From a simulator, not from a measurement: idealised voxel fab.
Title: Process Module voxel self aligned contacts
290 nm wide, 5 nm square cells: that's cross-section cut.
Cross-section = grid of square cells, listed top down in bands; band = one or more rows. Heights first: top, then bottom, in nm. Then materials, left to right, each with a width in nm. "edge to edge" on a single material: fills the band edge to edge. "air": empty space. Height 0 is the level under which the wafer as received is all one material. The lowest band goes on downwards, as in "from 0 down". A two-number width, for instance "30..40", indicates that the width is equal to the first number in the top row of the band and to the second number in the bottom row, and that it changes by a constant amount per row of cells. Any step labelled "changes: none" changed none of the cells in the cross-section. "Unvented cavities": empty spaces of 8 cells or more with no open way to the top, each given as width x height at distance, distance from the left edge, all in nm. Formally, on a step line, whatever follows the settings is a remark that the simulator itself makes on the step. A step line may carry the setting "overlay nm", which, for steps involving a mask, states the distance by which the mask lay to the right of its intended position; negative values denote displacement to the left.
### Listed below are the process steps as planned
| 1 | RECEIVE,material Si |
| 2 | CONFORMAL_DEP,material SiO2,thk nm 5 |
| 3 | DIRECTIONAL_DEP,material polySi,thk nm 30 |
| 4 | DIRECTIONAL_DEP,material SiN,thk nm 15 |
| 5 | DIRECTIONAL_DEP,material aC,thk nm 10 |
| 6 | PATTERN,tone cover,mask id GATE,material resist,width nm 35,pitch nm 70,thk nm 25,overlay nm 0 |
| 7 | DIRECTIONAL_ETCH,etch materials aC,depth nm 10 |
| 8 | STRIP,etch materials resist |
| 9 | DIRECTIONAL_ETCH,etch materials SiN,depth nm 15 |
| 10 | DIRECTIONAL_ETCH,etch materials polySi,depth nm 30 |
| 11 | STRIP,etch materials aC |
| 12 | CONFORMAL_DEP,material SiN,thk nm 5 |
| 13 | DIRECTIONAL_ETCH,etch materials SiN,depth nm 5 |
| 14 | FILL_DEP,material SiO2,thk nm 15 |
| 15 | CMP,height nm 60 |
| 16 | PATTERN,tone open,mask id CONTACT,material resist,width nm 55,thk nm 15,overlay nm 0 |
| 17 | DIRECTIONAL_ETCH,etch materials SiO2,depth nm 60 |
| 18 | STRIP,etch materials resist |
| 19 | CONFORMAL_DEP,material TiN,thk nm 5 |
| 20 | FILL_DEP,material W,thk nm 10 |
| 21 | CMP,height nm 60 |
| 22 | CONFORMAL_DEP,material SiN,thk nm 5 |
### Account of the first of two wafers, which was processed as intended
### Shown in cross-section is the wafer as received, that is, as it stands after step 1
- from 0 down  Si edge to edge
- Unvented cavities: none
### After step 2: wafer cross-section
- from 5 to 0  SiO2 edge to edge
- Lower than 0, everything is as it was.
### After step 3: wafer cross-section
- from 35 to 5  polySi edge to edge
- Lower than 5, everything is as it was.
### After step 4: wafer cross-section
- from 50 to 35  SiN edge to edge
- Lower than 35, everything is as it was.
### After step 5: wafer cross-section
- from 60 to 50  aC edge to edge
- Lower than 50, everything is as it was.
### After step 6: wafer cross-section
- from 85 to 60  90 of air, then 35 of resist, then 35 of air, then 35 of resist, then 95 of air
- Lower than 60, everything is as it was.
### After step 7: wafer cross-section
- from 75 to 60  90 of air, then 35 of resist, then 35 of air, then 35 of resist, then 95 of air
- from 60 to 50  90 of air, then 35 of aC, then 35 of air, then 35 of aC, then 95 of air
- Lower than 50, everything is as it was.
### After step 8: wafer cross-section
- from 60 to 50  90 of air, then 35 of aC, then 35 of air, then 35 of aC, then 95 of air
- Lower than 50, everything is as it was.
### After step 9: wafer cross-section
- from 60 to 50  90 of air, then 35 of aC, then 35 of air, then 35 of aC, then 95 of air
- from 50 to 35  90 of air, then 35 of SiN, then 35 of air, then 35 of SiN, then 95 of air
- Lower than 35, everything is as it was.
### After step 10: wafer cross-section
- from 60 to 50  90 of air, then 35 of aC, then 35 of air, then 35 of aC, then 95 of air
- from 50 to 35  90 of air, then 35 of SiN, then 35 of air, then 35 of SiN, then 95 of air
- from 35 to 5  90 of air, then 35 of polySi, then 35 of air, then 35 of polySi, then 95 of air
- Lower than 5, everything is as it was.
### After step 11: wafer cross-section
- from 50 to 35  90 of air, then 35 of SiN, then 35 of air, then 35 of SiN, then 95 of air
- Lower than 35, everything is as it was.
### After step 12: wafer cross-section
- from 55 to 35  85 of air, then 45 of SiN, then 25 of air, then 45 of SiN, then 90 of air
- from 35 to 10  85 of air, then 5 of SiN, then 35 of polySi, then 5 of SiN, then 25 of air, then 5 of SiN, then 35 of polySi, then 5 of SiN, then 90 of air
- from 10 to 5  90 of SiN, then 35 of polySi, then 35 of SiN, then 35 of polySi, then 95 of SiN
- Lower than 5, everything is as it was.
### After step 13: wafer cross-section
- from 50 to 35  85 of air, then 45 of SiN, then 25 of air, then 45 of SiN, then 90 of air
- from 35 to 5  85 of air, then 5 of SiN, then 35 of polySi, then 5 of SiN, then 25 of air, then 5 of SiN, then 35 of polySi, then 5 of SiN, then 90 of air
- Lower than 5, everything is as it was.
### After step 14: wafer cross-section
- from 65 to 50  SiO2 edge to edge
- from 50 to 35  85 of SiO2, then 45 of SiN, then 25 of SiO2, then 45 of SiN, then 90 of SiO2
- from 35 to 5  85 of SiO2, then 5 of SiN, then 35 of polySi, then 5 of SiN, then 25 of SiO2, then 5 of SiN, then 35 of polySi, then 5 of SiN, then 90 of SiO2
- Lower than 5, everything is as it was.
### After step 15: wafer cross-section
- from 60 to 50  SiO2 edge to edge
- Lower than 50, everything is as it was.
### After step 16: wafer cross-section
- from 75 to 60  115 of resist, then 55 of air, then 120 of resist
- Lower than 60, everything is as it was.
### After step 17: wafer cross-section
- from 75 to 60  115 of resist, then 55 of air, then 120 of resist
- from 60 to 50  115 of SiO2, then 55 of air, then 120 of SiO2
- from 50 to 35  85 of SiO2, then 45 of SiN, then 25 of air, then 45 of SiN, then 90 of SiO2
- from 35 to 5  85 of SiO2, then 5 of SiN, then 35 of polySi, then 5 of SiN, then 25 of air, then 5 of SiN, then 35 of polySi, then 5 of SiN, then 90 of SiO2
- from 5 to 0  130 of SiO2, then 25 of air, then 135 of SiO2
- Lower than 0, everything is as it was.
### After step 18: wafer cross-section
- from 60 to 50  115 of SiO2, then 55 of air, then 120 of SiO2
- Lower than 50, everything is as it was.
### After step 19: wafer cross-section
- from 65 to 60  120 of TiN, then 45 of air, then 125 of TiN
- from 60 to 50  115 of SiO2, then 5..20 of TiN, then 45..15 of air, then 5..20 of TiN, then 120 of SiO2
- from 50 to 35  85 of SiO2, then 45 of SiN, then 5 of TiN, then 15 of air, then 5 of TiN, then 45 of SiN, then 90 of SiO2
- from 35 to 5  85 of SiO2, then 5 of SiN, then 35 of polySi, then 5 of SiN, then 5 of TiN, then 15 of air, then 5 of TiN, then 5 of SiN, then 35 of polySi, then 5 of SiN, then 90 of SiO2
- from 5 to 0  130 of SiO2, then 25 of TiN, then 135 of SiO2
- Lower than 0, everything is as it was.
### After step 20: wafer cross-section
- from 75 to 65  W edge to edge
- from 65 to 60  120 of TiN, then 45 of W, then 125 of TiN
- from 60 to 50  115 of SiO2, then 5..20 of TiN, then 45..15 of W, then 5..20 of TiN, then 120 of SiO2
- from 50 to 35  85 of SiO2, then 45 of SiN, then 5 of TiN, then 15 of W, then 5 of TiN, then 45 of SiN, then 90 of SiO2
- from 35 to 5  85 of SiO2, then 5 of SiN, then 35 of polySi, then 5 of SiN, then 5 of TiN, then 15 of W, then 5 of TiN, then 5 of SiN, then 35 of polySi, then 5 of SiN, then 90 of SiO2
- Lower than 5, everything is as it was.
### After step 21: wafer cross-section
- from 60 to 50  115 of SiO2, then 5..20 of TiN, then 45..15 of W, then 5..20 of TiN, then 120 of SiO2
- Lower than 50, everything is as it was.
### After step 22: wafer cross-section
- from 65 to 60  SiN edge to edge
- Lower than 60, everything is as it was.
### The Second Wafer: Common Origin and Plan, One Mistake in Execution, Identical to the First Through Step 1
### At the planned end of step 2, the second wafer in cross-section
- from 30 to 0  polySi edge to edge
- Lower than 0, everything is as it was.
### At the planned end of step 3, the second wafer in cross-section
- from 35 to 30  SiO2 edge to edge
- Lower than 30, everything is as it was.
### At the planned end of step 4, the second wafer in cross-section
- from 50 to 35  SiN edge to edge
- Lower than 35, everything is as it was.
### At the planned end of step 5, the second wafer in cross-section
- from 60 to 50  aC edge to edge
- Lower than 50, everything is as it was.
### At the planned end of step 6, the second wafer in cross-section
- from 85 to 60  90 of air, then 35 of resist, then 35 of air, then 35 of resist, then 95 of air
- Lower than 60, everything is as it was.
### At the planned end of step 7, the second wafer in cross-section
- from 75 to 60  90 of air, then 35 of resist, then 35 of air, then 35 of resist, then 95 of air
- from 60 to 50  90 of air, then 35 of aC, then 35 of air, then 35 of aC, then 95 of air
- Lower than 50, everything is as it was.
### At the planned end of step 8, the second wafer in cross-section
- from 60 to 50  90 of air, then 35 of aC, then 35 of air, then 35 of aC, then 95 of air
- Lower than 50, everything is as it was.
### At the planned end of step 9, the second wafer in cross-section
- from 60 to 50  90 of air, then 35 of aC, then 35 of air, then 35 of aC, then 95 of air
- from 50 to 35  90 of air, then 35 of SiN, then 35 of air, then 35 of SiN, then 95 of air
- Lower than 35, everything is as it was.
At the planned end of step 10, the second wafer in cross-section: changes: none
### At the planned end of step 11, the second wafer in cross-section
- from 50 to 35  90 of air, then 35 of SiN, then 35 of air, then 35 of SiN, then 95 of air
- Lower than 35, everything is as it was.
### At the planned end of step 12, the second wafer in cross-section
- from 55 to 40  85 of air, then 45 of SiN, then 25 of air, then 45 of SiN, then 90 of air
- from 40 to 35  SiN edge to edge
- Lower than 35, everything is as it was.
### At the planned end of step 13, the second wafer in cross-section
- from 50 to 35  85 of air, then 45 of SiN, then 25 of air, then 45 of SiN, then 90 of air
- Lower than 35, everything is as it was.
### At the planned end of step 14, the second wafer in cross-section
- from 65 to 50  SiO2 edge to edge
- from 50 to 35  85 of SiO2, then 45 of SiN, then 25 of SiO2, then 45 of SiN, then 90 of SiO2
- Lower than 35, everything is as it was.
### At the planned end of step 15, the second wafer in cross-section
- from 60 to 50  SiO2 edge to edge
- Lower than 50, everything is as it was.
### At the planned end of step 16, the second wafer in cross-section
- from 75 to 60  115 of resist, then 55 of air, then 120 of resist
- Lower than 60, everything is as it was.
### At the planned end of step 17, the second wafer in cross-section
- from 75 to 60  115 of resist, then 55 of air, then 120 of resist
- from 60 to 50  115 of SiO2, then 55 of air, then 120 of SiO2
- from 50 to 35  85 of SiO2, then 45 of SiN, then 25 of air, then 45 of SiN, then 90 of SiO2
- from 35 to 30  130 of SiO2, then 25 of air, then 135 of SiO2
- Lower than 30, everything is as it was.
### At the planned end of step 18, the second wafer in cross-section
- from 60 to 50  115 of SiO2, then 55 of air, then 120 of SiO2
- Lower than 50, everything is as it was.
### At the planned end of step 19, the second wafer in cross-section
- from 65 to 60  120 of TiN, then 45 of air, then 125 of TiN
- from 60 to 50  115 of SiO2, then 5..20 of TiN, then 45..15 of air, then 5..20 of TiN, then 120 of SiO2
- from 50 to 35  85 of SiO2, then 45 of SiN, then 5 of TiN, then 15 of air, then 5 of TiN, then 45 of SiN, then 90 of SiO2
- from 35 to 30  130 of SiO2, then 25 of TiN, then 135 of SiO2
- Lower than 30, everything is as it was.
### At the planned end of step 20, the second wafer in cross-section
- from 75 to 65  W edge to edge
- from 65 to 60  120 of TiN, then 45 of W, then 125 of TiN
- from 60 to 50  115 of SiO2, then 5..20 of TiN, then 45..15 of W, then 5..20 of TiN, then 120 of SiO2
- from 50 to 35  85 of SiO2, then 45 of SiN, then 5 of TiN, then 15 of W, then 5 of TiN, then 45 of SiN, then 90 of SiO2
- Lower than 35, everything is as it was.
### At the planned end of step 21, the second wafer in cross-section
- from 60 to 50  115 of SiO2, then 5..20 of TiN, then 45..15 of W, then 5..20 of TiN, then 120 of SiO2
- Lower than 50, everything is as it was.
### At the planned end of step 22, the second wafer in cross-section
- from 65 to 60  SiN edge to edge
- Lower than 60, everything is as it was.
Want to know what went wrong? so 2 and 3 got swapped relative to the plan, each ran where the other was supposed to
In the final state, the cell counts of the second wafer exceed or fall short of those of the first for the following materials: SiN -24 | SiO2 -210 | TiN -12 | W -18 | polySi +264
